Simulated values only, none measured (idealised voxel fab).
Herein follows the process module entitled voxel capacitor over wiring.
The figure presents cross-section cut, which has a width of 150 nm and is divided into square cells with an edge length of 5 nm.
We lay out every cross-section as a grid of square cells and spell it out in bands from the top down, where one band means one or more rows of cells.
Quick guide to a band line: top height, bottom height (nm) up front; then every material left to right with its width in nm. Only one material and it's marked "throughout"? Then it fills the band edge to edge. And "blank" just means empty space.
Beneath 0, the wafer as received is one material, and that level is where height counting begins. The lowest band goes on downward without a bottom; it is written like "top 0, no bottom".
Width "30..40": first value at the band's top row of cells, second value at its bottom row, equal change from row to row.
"nothing got changed" means the step left every cell of the cross-section as it was.
Closed empty spaces (no open way to the top) of 8 cells or more are what "Unvented voids" lists, each as width x height at distance from the left edge, nm for all three.
What comes after the settings on a step's line is commentary from the simulator itself on that step.
If you see "overlay nm" on a step's line and that step has a mask, it's telling you how far right of where it was planned the mask ended up; a negative number means it went left instead.
Process steps - plan:
1 RECEIVE,material Si
2 CONFORMAL_DEP,material SiO2,thk nm 10
3 DIRECTIONAL_DEP,material TiN,thk nm 5
4 DIRECTIONAL_DEP,material W,thk nm 15
5 MASKED_ETCH,tone cover,mask id METAL_1,width nm 30,pitch nm 90,etch materials W,depth nm 15,overlay nm 0
6 MASKED_ETCH,tone cover,mask id METAL_1,width nm 30,pitch nm 90,etch materials TiN,depth nm 5,overlay nm 0
7 CONFORMAL_DEP,material SiCN,thk nm 5
8 FILL_DEP,material lowk,thk nm 5
9 CMP,height nm 30
10 CONFORMAL_DEP,material SiCN,thk nm 5
11 DIRECTIONAL_DEP,material lowk,thk nm 15
12 MASKED_ETCH,tone open,mask id PLUG_1,width nm 15,etch materials lowk,depth nm 15,overlay nm 0
13 MASKED_ETCH,tone open,mask id PLUG_1,width nm 15,etch materials SiCN,depth nm 5,overlay nm 0
14 EPI,material Ru,thk nm 10
15 EPI,material Ru,thk nm 10
16 DIRECTIONAL_DEP,material TiN,thk nm 10
17 DIRECTIONAL_DEP,material SiN,thk nm 5
18 DIRECTIONAL_DEP,material TiN,thk nm 10
19 DIRECTIONAL_DEP,material aC,thk nm 15
20 PATTERN,tone cover,mask id UPPER_PLATE,material resist,width nm 65,thk nm 35,overlay nm 0
21 DIRECTIONAL_ETCH,etch materials aC,depth nm 15
22 STRIP,etch materials resist
23 DIRECTIONAL_ETCH,etch materials TiN,depth nm 10
24 DIRECTIONAL_ETCH,etch materials SiN,depth nm 5
25 STRIP,etch materials aC
26 DIRECTIONAL_DEP,material aC,thk nm 15
27 PATTERN,tone cover,mask id LOWER_PLATE,material resist,width nm 75,thk nm 35,overlay nm 0
28 DIRECTIONAL_ETCH,etch materials aC,depth nm 15
29 STRIP,etch materials resist
30 DIRECTIONAL_ETCH,etch materials TiN,depth nm 10
31 STRIP,etch materials aC
32 FILL_DEP,material SiO2,thk nm 15
33 CMP,height nm 85
34 PATTERN,tone open,mask id PLUG_2,material resist,width nm 15,thk nm 20,overlay nm 0
35 DIRECTIONAL_ETCH,etch materials SiO2,depth nm 10
36 STRIP,etch materials resist
37 CONFORMAL_DEP,material TiN,thk nm 5
38 FILL_DEP,material Cu,thk nm 10
39 CMP,height nm 85
40 CONFORMAL_DEP,material SiCN,thk nm 5
First out of two wafers; run went to plan:
Wafer at receipt (post step 1), cross-section:
  top 0, no bottom | Si throughout
  Unvented voids: none
Sectional view: wafer, after step 2:
  top 10, bottom 0 | SiO2 throughout
  Note: structure below 0 unchanged.
Sectional view: wafer, after step 3:
  top 15, bottom 10 | TiN throughout
  Note: structure below 10 unchanged.
Sectional view: wafer, after step 4:
  top 30, bottom 15 | W throughout
  Note: structure below 15 unchanged.
Sectional view: wafer, after step 5:
  top 30, bottom 15 | blank: 15, W: 30, blank: 60, W: 30, blank: 15
  Note: structure below 15 unchanged.
Sectional view: wafer, after step 6:
  top 30, bottom 15 | blank: 15, W: 30, blank: 60, W: 30, blank: 15
  top 15, bottom 10 | blank: 15, TiN: 30, blank: 60, TiN: 30, blank: 15
  Note: structure below 10 unchanged.
Sectional view: wafer, after step 7:
  top 35, bottom 30 | blank: 10, SiCN: 40, blank: 50, SiCN: 40, blank: 10
  top 30, bottom 15 | blank: 10, SiCN: 5, W: 30, SiCN: 5, blank: 50, SiCN: 5, W: 30, SiCN: 5, blank: 10
  top 15, bottom 10 | SiCN: 15, TiN: 30, SiCN: 60, TiN: 30, SiCN: 15
  Note: structure below 10 unchanged.
Sectional view: wafer, after step 8:
  top 40, bottom 35 | lowk throughout
  top 35, bottom 30 | lowk: 10, SiCN: 40, lowk: 50, SiCN: 40, lowk: 10
  top 30, bottom 15 | lowk: 10, SiCN: 5, W: 30, SiCN: 5, lowk: 50, SiCN: 5, W: 30, SiCN: 5, lowk: 10
  Note: structure below 15 unchanged.
Sectional view: wafer, after step 9:
  top 30, bottom 15 | lowk: 10, SiCN: 5, W: 30, SiCN: 5, lowk: 50, SiCN: 5, W: 30, SiCN: 5, lowk: 10
  Note: structure below 15 unchanged.
Sectional view: wafer, after step 10:
  top 35, bottom 30 | SiCN throughout
  Note: structure below 30 unchanged.
Sectional view: wafer, after step 11:
  top 50, bottom 35 | lowk throughout
  Note: structure below 35 unchanged.
Sectional view: wafer, after step 12:
  top 50, bottom 35 | lowk: 30, blank: 15, lowk: 105
  Note: structure below 35 unchanged.
Sectional view: wafer, after step 13:
  top 50, bottom 35 | lowk: 30, blank: 15, lowk: 105
  top 35, bottom 30 | SiCN: 30, blank: 15, SiCN: 105
  Note: structure below 30 unchanged.
Sectional view: wafer, after step 14:
  top 50, bottom 40 | lowk: 30, blank: 15, lowk: 105
  top 40, bottom 35 | lowk: 30, Ru: 15, lowk: 105
  top 35, bottom 30 | SiCN: 30, Ru: 15, SiCN: 105
  Note: structure below 30 unchanged.
Sectional view: wafer, after step 15:
  top 50, bottom 35 | lowk: 30, Ru: 15, lowk: 105
  Note: structure below 35 unchanged.
Sectional view: wafer, after step 16:
  top 60, bottom 50 | TiN throughout
  Note: structure below 50 unchanged.
Sectional view: wafer, after step 17:
  top 65, bottom 60 | SiN throughout
  Note: structure below 60 unchanged.
Sectional view: wafer, after step 18:
  top 75, bottom 65 | TiN throughout
  Note: structure below 65 unchanged.
Sectional view: wafer, after step 19:
  top 90, bottom 75 | aC throughout
  Note: structure below 75 unchanged.
Sectional view: wafer, after step 20:
  top 125, bottom 90 | blank: 30, resist: 65, blank: 55
  Note: structure below 90 unchanged.
Sectional view: wafer, after step 21:
  top 110, bottom 90 | blank: 30, resist: 65, blank: 55
  top 90, bottom 75 | blank: 30, aC: 65, blank: 55
  Note: structure below 75 unchanged.
Sectional view: wafer, after step 22:
  top 90, bottom 75 | blank: 30, aC: 65, blank: 55
  Note: structure below 75 unchanged.
Sectional view: wafer, after step 23:
  top 90, bottom 75 | blank: 30, aC: 65, blank: 55
  top 75, bottom 65 | blank: 30, TiN: 65, blank: 55
  Note: structure below 65 unchanged.
Sectional view: wafer, after step 24:
  top 90, bottom 75 | blank: 30, aC: 65, blank: 55
  top 75, bottom 65 | blank: 30, TiN: 65, blank: 55
  top 65, bottom 60 | blank: 30, SiN: 65, blank: 55
  Note: structure below 60 unchanged.
Sectional view: wafer, after step 25:
  top 75, bottom 65 | blank: 30, TiN: 65, blank: 55
  Note: structure below 65 unchanged.
Sectional view: wafer, after step 26:
  top 90, bottom 75 | blank: 30, aC: 65, blank: 55
  top 75, bottom 65 | aC: 30, TiN: 65, aC: 55
  top 65, bottom 60 | aC: 30, SiN: 65, aC: 55
  Note: structure below 60 unchanged.
Sectional view: wafer, after step 27:
  top 125, bottom 90 | blank: 25, resist: 75, blank: 50
  top 90, bottom 75 | blank: 25, resist: 5, aC: 65, resist: 5, blank: 50
  Note: structure below 75 unchanged.
Sectional view: wafer, after step 28:
  top 110, bottom 90 | blank: 25, resist: 75, blank: 50
  top 90, bottom 75 | blank: 25, resist: 5, aC: 65, resist: 5, blank: 50
  top 75, bottom 65 | blank: 25, aC: 5, TiN: 65, aC: 5, blank: 50
  top 65, bottom 60 | blank: 25, aC: 5, SiN: 65, aC: 5, blank: 50
  Note: structure below 60 unchanged.
Sectional view: wafer, after step 29:
  top 90, bottom 75 | blank: 30, aC: 65, blank: 55
  Note: structure below 75 unchanged.
Sectional view: wafer, after step 30:
  top 90, bottom 75 | blank: 30, aC: 65, blank: 55
  top 75, bottom 65 | blank: 25, aC: 5, TiN: 65, aC: 5, blank: 50
  top 65, bottom 60 | blank: 25, aC: 5, SiN: 65, aC: 5, blank: 50
  top 60, bottom 50 | blank: 25, TiN: 75, blank: 50
  Note: structure below 50 unchanged.
Sectional view: wafer, after step 31:
  top 75, bottom 65 | blank: 30, TiN: 65, blank: 55
  top 65, bottom 60 | blank: 30, SiN: 65, blank: 55
  Note: structure below 60 unchanged.
Sectional view: wafer, after step 32:
  top 90, bottom 75 | SiO2 throughout
  top 75, bottom 65 | SiO2: 30, TiN: 65, SiO2: 55
  top 65, bottom 60 | SiO2: 30, SiN: 65, SiO2: 55
  top 60, bottom 50 | SiO2: 25, TiN: 75, SiO2: 50
  Note: structure below 50 unchanged.
Sectional view: wafer, after step 33:
  top 85, bottom 75 | SiO2 throughout
  Note: structure below 75 unchanged.
Sectional view: wafer, after step 34:
  top 105, bottom 85 | resist: 40, blank: 15, resist: 95
  Note: structure below 85 unchanged.
Sectional view: wafer, after step 35:
  top 105, bottom 85 | resist: 40, blank: 15, resist: 95
  top 85, bottom 75 | SiO2: 40, blank: 15, SiO2: 95
  Note: structure below 75 unchanged.
Sectional view: wafer, after step 36:
  top 85, bottom 75 | SiO2: 40, blank: 15, SiO2: 95
  Note: structure below 75 unchanged.
Sectional view: wafer, after step 37:
  top 90, bottom 85 | TiN: 45, blank: 5, TiN: 100
  top 85, bottom 80 | SiO2: 40, TiN: 5, blank: 5, TiN: 5, SiO2: 95
  top 80, bottom 75 | SiO2: 40, TiN: 15, SiO2: 95
  Note: structure below 75 unchanged.
Sectional view: wafer, after step 38:
  top 100, bottom 90 | Cu throughout
  top 90, bottom 85 | TiN: 45, Cu: 5, TiN: 100
  top 85, bottom 80 | SiO2: 40, TiN: 5, Cu: 5, TiN: 5, SiO2: 95
  Note: structure below 80 unchanged.
Sectional view: wafer, after step 39:
  top 85, bottom 80 | SiO2: 40, TiN: 5, Cu: 5, TiN: 5, SiO2: 95
  Note: structure below 80 unchanged.
Sectional view: wafer, after step 40:
  top 90, bottom 85 | SiCN throughout
  Note: structure below 85 unchanged.
Second wafer, same starting conditions and recipe as the first, one mistake in executing it, nothing differs from the first up to and including step 13:
when step 15 should have ended:
  top 60, bottom 50 | blank: 20, Ru: 35, blank: 95
  top 50, bottom 35 | lowk: 30, Ru: 15, lowk: 105
  top 35, bottom 30 | SiCN: 30, Ru: 15, SiCN: 105
  Note: structure below 30 unchanged.
when step 16 should have ended:
  top 70, bottom 60 | blank: 20, TiN: 35, blank: 95
  top 60, bottom 50 | TiN: 20, Ru: 35, TiN: 95
  Note: structure below 50 unchanged.
when step 17 should have ended:
  top 75, bottom 70 | blank: 20, SiN: 35, blank: 95
  top 70, bottom 65 | blank: 20, TiN: 35, blank: 95
  top 65, bottom 60 | SiN: 20, TiN: 35, SiN: 95
  Note: structure below 60 unchanged.
when step 18 should have ended:
  top 85, bottom 75 | blank: 20, TiN: 35, blank: 95
  top 75, bottom 70 | TiN: 20, SiN: 35, TiN: 95
  top 70, bottom 65 | TiN throughout
  Note: structure below 65 unchanged.
when step 19 should have ended:
  top 100, bottom 90 | blank: 20, aC: 35, blank: 95
  top 90, bottom 85 | aC throughout
  top 85, bottom 75 | aC: 20, TiN: 35, aC: 95
  Note: structure below 75 unchanged.
when step 20 should have ended:
  top 135, bottom 100 | blank: 30, resist: 65, blank: 55
  top 100, bottom 90 | blank: 20, aC: 35, resist: 40, blank: 55
  Note: structure below 90 unchanged.
when step 21 should have ended:
  top 120, bottom 100 | blank: 30, resist: 65, blank: 55
  top 100, bottom 90 | blank: 30, aC: 25, resist: 40, blank: 55
  top 90, bottom 85 | blank: 30, aC: 65, blank: 55
  top 85, bottom 75 | blank: 20, TiN: 35, aC: 40, blank: 55
  Note: structure below 75 unchanged.
when step 22 should have ended:
  top 100, bottom 90 | blank: 30, aC: 25, blank: 95
  Note: structure below 90 unchanged.
when step 23 should have ended:
  top 100, bottom 90 | blank: 30, aC: 25, blank: 95
  top 90, bottom 85 | blank: 30, aC: 65, blank: 55
  top 85, bottom 75 | blank: 30, TiN: 25, aC: 40, blank: 55
  top 75, bottom 70 | blank: 20, SiN: 35, TiN: 40, blank: 55
  top 70, bottom 65 | blank: 20, TiN: 75, blank: 55
  Note: structure below 65 unchanged.
when step 24 should have ended:
  top 100, bottom 90 | blank: 30, aC: 25, blank: 95
  top 90, bottom 85 | blank: 30, aC: 65, blank: 55
  top 85, bottom 75 | blank: 30, TiN: 25, aC: 40, blank: 55
  top 75, bottom 70 | blank: 30, SiN: 25, TiN: 40, blank: 55
  top 70, bottom 65 | blank: 20, TiN: 75, blank: 55
  top 65, bottom 60 | blank: 20, TiN: 35, SiN: 40, blank: 55
  Note: structure below 60 unchanged.
when step 25 should have ended:
  top 85, bottom 75 | blank: 30, TiN: 25, blank: 95
  Note: structure below 75 unchanged.
when step 26 should have ended:
  top 100, bottom 90 | blank: 30, aC: 25, blank: 95
  top 90, bottom 85 | blank: 30, aC: 65, blank: 55
  top 85, bottom 75 | blank: 20, aC: 10, TiN: 25, aC: 40, blank: 55
  top 75, bottom 70 | aC: 30, SiN: 25, TiN: 40, aC: 55
  top 70, bottom 65 | aC: 20, TiN: 75, aC: 55
  top 65, bottom 60 | aC: 20, TiN: 35, SiN: 40, aC: 55
  Note: structure below 60 unchanged.
when step 27 should have ended:
  top 135, bottom 100 | blank: 25, resist: 75, blank: 50
  top 100, bottom 90 | blank: 25, resist: 5, aC: 25, resist: 45, blank: 50
  top 90, bottom 85 | blank: 25, resist: 5, aC: 65, resist: 5, blank: 50
  top 85, bottom 75 | blank: 20, aC: 10, TiN: 25, aC: 40, resist: 5, blank: 50
  Note: structure below 75 unchanged.
when step 28 should have ended:
  top 120, bottom 100 | blank: 25, resist: 75, blank: 50
  top 100, bottom 90 | blank: 25, resist: 5, aC: 25, resist: 45, blank: 50
  top 90, bottom 85 | blank: 25, resist: 5, aC: 65, resist: 5, blank: 50
  top 85, bottom 75 | blank: 25, aC: 5, TiN: 25, aC: 40, resist: 5, blank: 50
  top 75, bottom 70 | blank: 25, aC: 5, SiN: 25, TiN: 40, aC: 5, blank: 50
  top 70, bottom 65 | blank: 20, TiN: 75, aC: 5, blank: 50
  top 65, bottom 60 | blank: 20, TiN: 35, SiN: 40, aC: 5, blank: 50
  Note: structure below 60 unchanged.
when step 29 should have ended:
  top 100, bottom 90 | blank: 30, aC: 25, blank: 95
  top 90, bottom 85 | blank: 30, aC: 65, blank: 55
  top 85, bottom 75 | blank: 25, aC: 5, TiN: 25, aC: 40, blank: 55
  Note: structure below 75 unchanged.
when step 30 should have ended:
  top 100, bottom 90 | blank: 30, aC: 25, blank: 95
  top 90, bottom 85 | blank: 30, aC: 65, blank: 55
  top 85, bottom 75 | blank: 25, aC: 5, TiN: 25, aC: 40, blank: 55
  top 75, bottom 70 | blank: 25, aC: 5, SiN: 25, TiN: 40, aC: 5, blank: 50
  top 70, bottom 65 | blank: 25, TiN: 70, aC: 5, blank: 50
  top 65, bottom 60 | blank: 25, TiN: 30, SiN: 40, aC: 5, blank: 50
  top 60, bottom 50 | blank: 20, Ru: 35, TiN: 45, blank: 50
  Note: structure below 50 unchanged.
when step 31 should have ended:
  top 85, bottom 75 | blank: 30, TiN: 25, blank: 95
  top 75, bottom 70 | blank: 30, SiN: 25, TiN: 40, blank: 55
  top 70, bottom 65 | blank: 25, TiN: 70, blank: 55
  top 65, bottom 60 | blank: 25, TiN: 30, SiN: 40, blank: 55
  Note: structure below 60 unchanged.
when step 32 should have ended:
  top 100, bottom 85 | SiO2 throughout
  top 85, bottom 75 | SiO2: 30, TiN: 25, SiO2: 95
  top 75, bottom 70 | SiO2: 30, SiN: 25, TiN: 40, SiO2: 55
  top 70, bottom 65 | SiO2: 25, TiN: 70, SiO2: 55
  top 65, bottom 60 | SiO2: 25, TiN: 30, SiN: 40, SiO2: 55
  top 60, bottom 50 | SiO2: 20, Ru: 35, TiN: 45, SiO2: 50
  Note: structure below 50 unchanged.
when step 33 should have ended:
  top 85, bottom 75 | SiO2: 30, TiN: 25, SiO2: 95
  Note: structure below 75 unchanged.
when step 34 should have ended:
  top 105, bottom 85 | resist: 40, blank: 15, resist: 95
  Note: structure below 85 unchanged.
when step 35 should have ended: nothing got changed
when step 36 should have ended:
  top 85, bottom 75 | SiO2: 30, TiN: 25, SiO2: 95
  Note: structure below 75 unchanged.
when step 37 should have ended:
  top 90, bottom 85 | TiN throughout
  Note: structure below 85 unchanged.
when step 38 should have ended:
  top 100, bottom 90 | Cu throughout
  Note: structure below 90 unchanged.
when step 39 should have ended:
  top 85, bottom 75 | SiO2: 30, TiN: 25, SiO2: 95
  Note: structure below 75 unchanged.
when step 40 should have ended:
  top 90, bottom 85 | SiCN throughout
  Note: structure below 85 unchanged.
Want to know what went wrong? one of the identical steps 14 and 15 ran twice, and which one cannot be pinned down
At the finish, the second wafer shows more or fewer cells for some materials than the first does: 1 fewer of Cu; 14 more of Ru; 8 fewer of SiO2; 5 fewer of TiN
